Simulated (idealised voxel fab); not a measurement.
Herein follows the process module entitled voxel quadruple lines.
Xsec cut, 245 nm wide, square cell size 5 nm.
Heads up, the way a cross-section reads in here is a grid of square cells, handed over as bands from the top down, with every band being one or more rows of cells. Quick guide to a band line: top height, bottom height (nm) up front; then every material left to right with its width in nm. Only one material and it's marked "everywhere"? Then it fills the band edge to edge. And "air" just means empty space. Beneath 0, the wafer as received is one material, and that level is where height counting begins. The lowest band goes on downward without a bottom; it is written like "0 and below". You'd read "30..40" like this: the band's top row of cells is as wide as the first number, its bottom row is as wide as the second, and going down, every row changes width by the same amount as the row before did. "identical to before" after a step means that no cell of the cross-section changed. "Closed-off voids" means: voids of 8 cells or more that are shut off from the top with no open way through. Written width x height at distance, distance from the left edge, in nm. Step line, after settings: the simulator's comment on this step. overlay nm: right-of-plan distance of the mask on a masked step; negative values mean left-of-plan.

[Set out below are the planned steps of the process]
step 1: RECEIVE,material Si
step 2: CONFORMAL_DEP,material Al2O3,thk nm 5
step 3: DIRECTIONAL_DEP,material Ru,thk nm 10
step 4: DIRECTIONAL_DEP,material polySi,thk nm 15
step 5: DIRECTIONAL_DEP,material aC,thk nm 25
step 6: PATTERN,tone cover,mask id MANDREL,material resist,width nm 35,pitch nm 100,thk nm 30,overlay nm 0
step 7: DIRECTIONAL_ETCH,etch materials aC,depth nm 25
step 8: STRIP,etch materials resist
step 9: CONFORMAL_DEP,material SiO2,thk nm 15
step 10: DIRECTIONAL_ETCH,etch materials SiO2,depth nm 15
step 11: STRIP,etch materials aC
step 12: DIRECTIONAL_ETCH,etch materials polySi,depth nm 15
step 13: STRIP,etch materials SiO2
step 14: CONFORMAL_DEP,material SiN,thk nm 10
step 15: DIRECTIONAL_ETCH,etch materials SiN,depth nm 10
step 16: STRIP,etch materials polySi
step 17: DIRECTIONAL_ETCH,etch materials Ru,depth nm 10
step 18: STRIP,etch materials SiN
step 19: FILL_DEP,material SiO2,thk nm 5
step 20: CMP,height nm 15

[First wafer of two (run as planned)]

[This is the cross-section of the wafer as we received it, i.e. after step 1]
    0 and below: Si everywhere
    Closed-off voids: none

[The wafer in cross-section once step 2 is complete]
    5 down to 0: Al2O3 everywhere
    Under 0: no change, same as before.

[The wafer in cross-section once step 3 is complete]
    15 down to 5: Ru everywhere
    Under 5: no change, same as before.

[The wafer in cross-section once step 4 is complete]
    30 down to 15: polySi everywhere
    Under 15: no change, same as before.

[The wafer in cross-section once step 5 is complete]
    55 down to 30: aC everywhere
    Under 30: no change, same as before.

[The wafer in cross-section once step 6 is complete]
    85 down to 55: air=55; resist=35; air=65; resist=35; air=55
    Under 55: no change, same as before.

[The wafer in cross-section once step 7 is complete]
    60 down to 55: air=55; resist=35; air=65; resist=35; air=55
    55 down to 30: air=55; aC=35; air=65; aC=35; air=55
    Under 30: no change, same as before.

[The wafer in cross-section once step 8 is complete]
    55 down to 30: air=55; aC=35; air=65; aC=35; air=55
    Under 30: no change, same as before.

[The wafer in cross-section once step 9 is complete]
    70 down to 55: air=40; SiO2=65; air=35; SiO2=65; air=40
    55 down to 45: air=40; SiO2=15; aC=35; SiO2=15; air=35; SiO2=15; aC=35; SiO2=15; air=40
    45 down to 30: SiO2=55; aC=35; SiO2=65; aC=35; SiO2=55
    Under 30: no change, same as before.

[The wafer in cross-section once step 10 is complete]
    55 down to 30: air=40; SiO2=15; aC=35; SiO2=15; air=35; SiO2=15; aC=35; SiO2=15; air=40
    Under 30: no change, same as before.

[The wafer in cross-section once step 11 is complete]
    55 down to 30: air=40; SiO2=15; air=35; SiO2=15; air=35; SiO2=15; air=35; SiO2=15; air=40
    Under 30: no change, same as before.

[The wafer in cross-section once step 12 is complete]
    55 down to 30: air=40; SiO2=15; air=35; SiO2=15; air=35; SiO2=15; air=35; SiO2=15; air=40
    30 down to 15: air=40; polySi=15; air=35; polySi=15; air=35; polySi=15; air=35; polySi=15; air=40
    Under 15: no change, same as before.

[The wafer in cross-section once step 13 is complete]
    30 down to 15: air=40; polySi=15; air=35; polySi=15; air=35; polySi=15; air=35; polySi=15; air=40
    Under 15: no change, same as before.

[The wafer in cross-section once step 14 is complete]
    40 down to 30: air=30; SiN=35; air=15; SiN=35; air=15; SiN=35; air=15; SiN=35; air=30
    30 down to 25: air=30; SiN=10; polySi=15; SiN=10; air=15; SiN=10; polySi=15; SiN=10; air=15; SiN=10; polySi=15; SiN=10; air=15; SiN=10; polySi=15; SiN=10; air=30
    25 down to 15: SiN=40; polySi=15; SiN=35; polySi=15; SiN=35; polySi=15; SiN=35; polySi=15; SiN=40
    Under 15: no change, same as before.

[The wafer in cross-section once step 15 is complete]
    30 down to 15: air=30; SiN=10; polySi=15; SiN=10; air=15; SiN=10; polySi=15; SiN=10; air=15; SiN=10; polySi=15; SiN=10; air=15; SiN=10; polySi=15; SiN=10; air=30
    Under 15: no change, same as before.

[The wafer in cross-section once step 16 is complete]
    30 down to 15: air=30; SiN=10; air=15; SiN=10; air=15; SiN=10; air=15; SiN=10; air=15; SiN=10; air=15; SiN=10; air=15; SiN=10; air=15; SiN=10; air=30
    Under 15: no change, same as before.

[The wafer in cross-section once step 17 is complete]
    30 down to 15: air=30; SiN=10; air=15; SiN=10; air=15; SiN=10; air=15; SiN=10; air=15; SiN=10; air=15; SiN=10; air=15; SiN=10; air=15; SiN=10; air=30
    15 down to 5: air=30; Ru=10; air=15; Ru=10; air=15; Ru=10; air=15; Ru=10; air=15; Ru=10; air=15; Ru=10; air=15; Ru=10; air=15; Ru=10; air=30
    Under 5: no change, same as before.

[The wafer in cross-section once step 18 is complete]
    15 down to 5: air=30; Ru=10; air=15; Ru=10; air=15; Ru=10; air=15; Ru=10; air=15; Ru=10; air=15; Ru=10; air=15; Ru=10; air=15; Ru=10; air=30
    Under 5: no change, same as before.

[The wafer in cross-section once step 19 is complete]
    20 down to 15: SiO2 everywhere
    15 down to 5: SiO2=30; Ru=10; SiO2=15; Ru=10; SiO2=15; Ru=10; SiO2=15; Ru=10; SiO2=15; Ru=10; SiO2=15; Ru=10; SiO2=15; Ru=10; SiO2=15; Ru=10; SiO2=30
    Under 5: no change, same as before.

[The wafer in cross-section once step 20 is complete]
    15 down to 5: SiO2=30; Ru=10; SiO2=15; Ru=10; SiO2=15; Ru=10; SiO2=15; Ru=10; SiO2=15; Ru=10; SiO2=15; Ru=10; SiO2=15; Ru=10; SiO2=15; Ru=10; SiO2=30
    Under 5: no change, same as before.

[Wafer two. Same start, same plan, one slip in execution. Same as wafer one through step 1, inclusive]

[Second wafer at the planned finish of step 2, seen in cross-section]
    10 down to 0: Ru everywhere
    Under 0: no change, same as before.

[Second wafer at the planned finish of step 3, seen in cross-section]
    15 down to 10: Al2O3 everywhere
    Under 10: no change, same as before.

[Second wafer at the planned finish of step 4, seen in cross-section]
    30 down to 15: polySi everywhere
    Under 15: no change, same as before.

[Second wafer at the planned finish of step 5, seen in cross-section]
    55 down to 30: aC everywhere
    Under 30: no change, same as before.

[Second wafer at the planned finish of step 6, seen in cross-section]
    85 down to 55: air=55; resist=35; air=65; resist=35; air=55
    Under 55: no change, same as before.

[Second wafer at the planned finish of step 7, seen in cross-section]
    60 down to 55: air=55; resist=35; air=65; resist=35; air=55
    55 down to 30: air=55; aC=35; air=65; aC=35; air=55
    Under 30: no change, same as before.

[Second wafer at the planned finish of step 8, seen in cross-section]
    55 down to 30: air=55; aC=35; air=65; aC=35; air=55
    Under 30: no change, same as before.

[Second wafer at the planned finish of step 9, seen in cross-section]
    70 down to 55: air=40; SiO2=65; air=35; SiO2=65; air=40
    55 down to 45: air=40; SiO2=15; aC=35; SiO2=15; air=35; SiO2=15; aC=35; SiO2=15; air=40
    45 down to 30: SiO2=55; aC=35; SiO2=65; aC=35; SiO2=55
    Under 30: no change, same as before.

[Second wafer at the planned finish of step 10, seen in cross-section]
    55 down to 30: air=40; SiO2=15; aC=35; SiO2=15; air=35; SiO2=15; aC=35; SiO2=15; air=40
    Under 30: no change, same as before.

[Second wafer at the planned finish of step 11, seen in cross-section]
    55 down to 30: air=40; SiO2=15; air=35; SiO2=15; air=35; SiO2=15; air=35; SiO2=15; air=40
    Under 30: no change, same as before.

[Second wafer at the planned finish of step 12, seen in cross-section]
    55 down to 30: air=40; SiO2=15; air=35; SiO2=15; air=35; SiO2=15; air=35; SiO2=15; air=40
    30 down to 15: air=40; polySi=15; air=35; polySi=15; air=35; polySi=15; air=35; polySi=15; air=40
    Under 15: no change, same as before.

[Second wafer at the planned finish of step 13, seen in cross-section]
    30 down to 15: air=40; polySi=15; air=35; polySi=15; air=35; polySi=15; air=35; polySi=15; air=40
    Under 15: no change, same as before.

[Second wafer at the planned finish of step 14, seen in cross-section]
    40 down to 30: air=30; SiN=35; air=15; SiN=35; air=15; SiN=35; air=15; SiN=35; air=30
    30 down to 25: air=30; SiN=10; polySi=15; SiN=10; air=15; SiN=10; polySi=15; SiN=10; air=15; SiN=10; polySi=15; SiN=10; air=15; SiN=10; polySi=15; SiN=10; air=30
    25 down to 15: SiN=40; polySi=15; SiN=35; polySi=15; SiN=35; polySi=15; SiN=35; polySi=15; SiN=40
    Under 15: no change, same as before.

[Second wafer at the planned finish of step 15, seen in cross-section]
    30 down to 15: air=30; SiN=10; polySi=15; SiN=10; air=15; SiN=10; polySi=15; SiN=10; air=15; SiN=10; polySi=15; SiN=10; air=15; SiN=10; polySi=15; SiN=10; air=30
    Under 15: no change, same as before.

[Second wafer at the planned finish of step 16, seen in cross-section]
    30 down to 15: air=30; SiN=10; air=15; SiN=10; air=15; SiN=10; air=15; SiN=10; air=15; SiN=10; air=15; SiN=10; air=15; SiN=10; air=15; SiN=10; air=30
    Under 15: no change, same as before.

Second wafer at the planned finish of step 17, seen in cross-section: identical to before

[Second wafer at the planned finish of step 18, seen in cross-section]
    15 down to 10: Al2O3 everywhere
    Under 10: no change, same as before.

[Second wafer at the planned finish of step 19, seen in cross-section]
    20 down to 15: SiO2 everywhere
    Under 15: no change, same as before.

[Second wafer at the planned finish of step 20, seen in cross-section]
    15 down to 10: Al2O3 everywhere
    Under 10: no change, same as before.
What was done differently from what was planned? plan steps 2 and 3 run swapped
FYI, end of process, the second wafer has more or fewer cells of some materials than the first: 66 more of Ru, 66 fewer of SiO2
